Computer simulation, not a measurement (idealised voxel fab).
You're looking at the process module voxel tone inversion.
We display cut, a cross-section 230 nm in width whose square cells are each 5 nm.
Each cross-section below is a grid of square cells, stated as bands in top-down order, with one or more rows of cells making up each band. Heads up on the band format: heights come first, top then bottom, in nm. After that it's the materials left to right, each with its width in nm. A single material flagged "edge to edge" fills the whole band edge to edge, and "air" means there's empty space there. It should be noted that heights are counted from 0, beneath which the wafer as supplied is of one material throughout, and that the lowest band possesses no lower boundary but continues downward, as written in "0 nm and below". Width spec "30 to 40" -> top row of cells at first value, bottom row at second value, equal per-row change in between. Given "remained the same" for a step, no cell of the cross-section differs between before and after that step. Any empty space of 8 cells or more lacking an open way to the top shows up in "Closed void catalog" as width x height at distance, distance from the left edge, in nm. What comes after the settings on a step's line is commentary from the simulator itself on that step. You can add "overlay nm" to a step's line. For a step with a mask, it describes how far the mask lay to the right of its planned position, and a negative number describes a lay to the left.
LISTED BELOW ARE THE PROCESS STEPS AS PLANNED
1) RECEIVE [material Si]
2) CONFORMAL_DEP [material SiN] [thk nm 5]
3) DIRECTIONAL_DEP [material aC] [thk nm 15]
4) PATTERN [tone cover] [mask id POSTS] [material resist] [width nm 25] [pitch nm 40] [thk nm 20] [overlay nm 0]
5) DIRECTIONAL_ETCH [etch materials aC] [depth nm 15]
6) STRIP [etch materials resist]
7) FILL_DEP [material lowk] [thk nm 10]
8) CMP [height nm 20]
9) STRIP [etch materials aC]
10) CONFORMAL_DEP [material TiN] [thk nm 5]
11) FILL_DEP [material Ru] [thk nm 5]
12) CMP [height nm 20]
13) CONFORMAL_DEP [material SiN] [thk nm 5]
FIRST OF TWO WAFERS, PROCESSED ACCORDING TO PLAN
CROSS-SECTION OF THE INCOMING WAFER, STATE AFTER STEP 1
* 0 nm and below  Si edge to edge
* Closed void catalog: none
THE FOLLOWING CROSS-SECTION DEPICTS THE WAFER UPON COMPLETION OF STEP 2
* 5 nm to 0 nm  SiN edge to edge
* Everything under 0 stays put, no change at all.
THE FOLLOWING CROSS-SECTION DEPICTS THE WAFER UPON COMPLETION OF STEP 3
* 20 nm to 5 nm  aC edge to edge
* Everything under 5 stays put, no change at all.
THE FOLLOWING CROSS-SECTION DEPICTS THE WAFER UPON COMPLETION OF STEP 4
* 40 nm to 20 nm  80 of air  25 of resist  15 of air  25 of resist  85 of air
* Everything under 20 stays put, no change at all.
THE FOLLOWING CROSS-SECTION DEPICTS THE WAFER UPON COMPLETION OF STEP 5
* 25 nm to 20 nm  80 of air  25 of resist  15 of air  25 of resist  85 of air
* 20 nm to 5 nm  80 of air  25 of aC  15 of air  25 of aC  85 of air
* Everything under 5 stays put, no change at all.
THE FOLLOWING CROSS-SECTION DEPICTS THE WAFER UPON COMPLETION OF STEP 6
* 20 nm to 5 nm  80 of air  25 of aC  15 of air  25 of aC  85 of air
* Everything under 5 stays put, no change at all.
THE FOLLOWING CROSS-SECTION DEPICTS THE WAFER UPON COMPLETION OF STEP 7
* 30 nm to 20 nm  lowk edge to edge
* 20 nm to 5 nm  80 of lowk  25 of aC  15 of lowk  25 of aC  85 of lowk
* Everything under 5 stays put, no change at all.
THE FOLLOWING CROSS-SECTION DEPICTS THE WAFER UPON COMPLETION OF STEP 8
* 20 nm to 5 nm  80 of lowk  25 of aC  15 of lowk  25 of aC  85 of lowk
* Everything under 5 stays put, no change at all.
THE FOLLOWING CROSS-SECTION DEPICTS THE WAFER UPON COMPLETION OF STEP 9
* 20 nm to 5 nm  80 of lowk  25 of air  15 of lowk  25 of air  85 of lowk
* Everything under 5 stays put, no change at all.
THE FOLLOWING CROSS-SECTION DEPICTS THE WAFER UPON COMPLETION OF STEP 10
* 25 nm to 20 nm  85 of TiN  15 of air  25 of TiN  15 of air  90 of TiN
* 20 nm to 10 nm  80 of lowk  5 of TiN  15 of air  5 of TiN  15 of lowk  5 of TiN  15 of air  5 of TiN  85 of lowk
* 10 nm to 5 nm  80 of lowk  25 of TiN  15 of lowk  25 of TiN  85 of lowk
* Everything under 5 stays put, no change at all.
THE FOLLOWING CROSS-SECTION DEPICTS THE WAFER UPON COMPLETION OF STEP 11
* 30 nm to 25 nm  Ru edge to edge
* 25 nm to 20 nm  85 of TiN  15 of Ru  25 of TiN  15 of Ru  90 of TiN
* 20 nm to 10 nm  80 of lowk  5 of TiN  15 of Ru  5 of TiN  15 of lowk  5 of TiN  15 of Ru  5 of TiN  85 of lowk
* Everything under 10 stays put, no change at all.
THE FOLLOWING CROSS-SECTION DEPICTS THE WAFER UPON COMPLETION OF STEP 12
* 20 nm to 10 nm  80 of lowk  5 of TiN  15 of Ru  5 of TiN  15 of lowk  5 of TiN  15 of Ru  5 of TiN  85 of lowk
* Everything under 10 stays put, no change at all.
THE FOLLOWING CROSS-SECTION DEPICTS THE WAFER UPON COMPLETION OF STEP 13
* 25 nm to 20 nm  SiN edge to edge
* Everything under 20 stays put, no change at all.
THE SECOND WAFER WAS PREPARED FROM THE SAME STARTING POINT AND UNDER THE SAME PLAN AS THE FIRST; ITS PROCESSING CONTAINED ONE MISTAKE, AND IT REMAINS INDISTINGUISHABLE FROM THE FIRST WAFER UP TO AND INCLUDING STEP 3
CROSS-SECTIONAL REPRESENTATION OF THE SECOND WAFER AT THE TIME DESIGNATED IN THE PLAN FOR THE COMPLETION OF STEP 4
* 40 nm to 20 nm  70 of air  25 of resist  15 of air  25 of resist  95 of air
* Everything under 20 stays put, no change at all.
CROSS-SECTIONAL REPRESENTATION OF THE SECOND WAFER AT THE TIME DESIGNATED IN THE PLAN FOR THE COMPLETION OF STEP 5
* 25 nm to 20 nm  70 of air  25 of resist  15 of air  25 of resist  95 of air
* 20 nm to 5 nm  70 of air  25 of aC  15 of air  25 of aC  95 of air
* Everything under 5 stays put, no change at all.
CROSS-SECTIONAL REPRESENTATION OF THE SECOND WAFER AT THE TIME DESIGNATED IN THE PLAN FOR THE COMPLETION OF STEP 6
* 20 nm to 5 nm  70 of air  25 of aC  15 of air  25 of aC  95 of air
* Everything under 5 stays put, no change at all.
CROSS-SECTIONAL REPRESENTATION OF THE SECOND WAFER AT THE TIME DESIGNATED IN THE PLAN FOR THE COMPLETION OF STEP 7
* 30 nm to 20 nm  lowk edge to edge
* 20 nm to 5 nm  70 of lowk  25 of aC  15 of lowk  25 of aC  95 of lowk
* Everything under 5 stays put, no change at all.
CROSS-SECTIONAL REPRESENTATION OF THE SECOND WAFER AT THE TIME DESIGNATED IN THE PLAN FOR THE COMPLETION OF STEP 8
* 20 nm to 5 nm  70 of lowk  25 of aC  15 of lowk  25 of aC  95 of lowk
* Everything under 5 stays put, no change at all.
CROSS-SECTIONAL REPRESENTATION OF THE SECOND WAFER AT THE TIME DESIGNATED IN THE PLAN FOR THE COMPLETION OF STEP 9
* 20 nm to 5 nm  70 of lowk  25 of air  15 of lowk  25 of air  95 of lowk
* Everything under 5 stays put, no change at all.
CROSS-SECTIONAL REPRESENTATION OF THE SECOND WAFER AT THE TIME DESIGNATED IN THE PLAN FOR THE COMPLETION OF STEP 10
* 25 nm to 20 nm  75 of TiN  15 of air  25 of TiN  15 of air  100 of TiN
* 20 nm to 10 nm  70 of lowk  5 of TiN  15 of air  5 of TiN  15 of lowk  5 of TiN  15 of air  5 of TiN  95 of lowk
* 10 nm to 5 nm  70 of lowk  25 of TiN  15 of lowk  25 of TiN  95 of lowk
* Everything under 5 stays put, no change at all.
CROSS-SECTIONAL REPRESENTATION OF THE SECOND WAFER AT THE TIME DESIGNATED IN THE PLAN FOR THE COMPLETION OF STEP 11
* 30 nm to 25 nm  Ru edge to edge
* 25 nm to 20 nm  75 of TiN  15 of Ru  25 of TiN  15 of Ru  100 of TiN
* 20 nm to 10 nm  70 of lowk  5 of TiN  15 of Ru  5 of TiN  15 of lowk  5 of TiN  15 of Ru  5 of TiN  95 of lowk
* Everything under 10 stays put, no change at all.
CROSS-SECTIONAL REPRESENTATION OF THE SECOND WAFER AT THE TIME DESIGNATED IN THE PLAN FOR THE COMPLETION OF STEP 12
* 20 nm to 10 nm  70 of lowk  5 of TiN  15 of Ru  5 of TiN  15 of lowk  5 of TiN  15 of Ru  5 of TiN  95 of lowk
* Everything under 10 stays put, no change at all.
CROSS-SECTIONAL REPRESENTATION OF THE SECOND WAFER AT THE TIME DESIGNATED IN THE PLAN FOR THE COMPLETION OF STEP 13
* 25 nm to 20 nm  SiN edge to edge
* Everything under 20 stays put, no change at all.
Deviation from plan: for step 4, the planned setting was not used; the step was instead run as PATTERN [tone cover] [mask id POSTS] [material resist] [width nm 25] [pitch nm 40] [thk nm 20] [overlay nm -10]
Matching per-material cell counts, mismatched positions: that is how the second wafer compares with the first at the end.
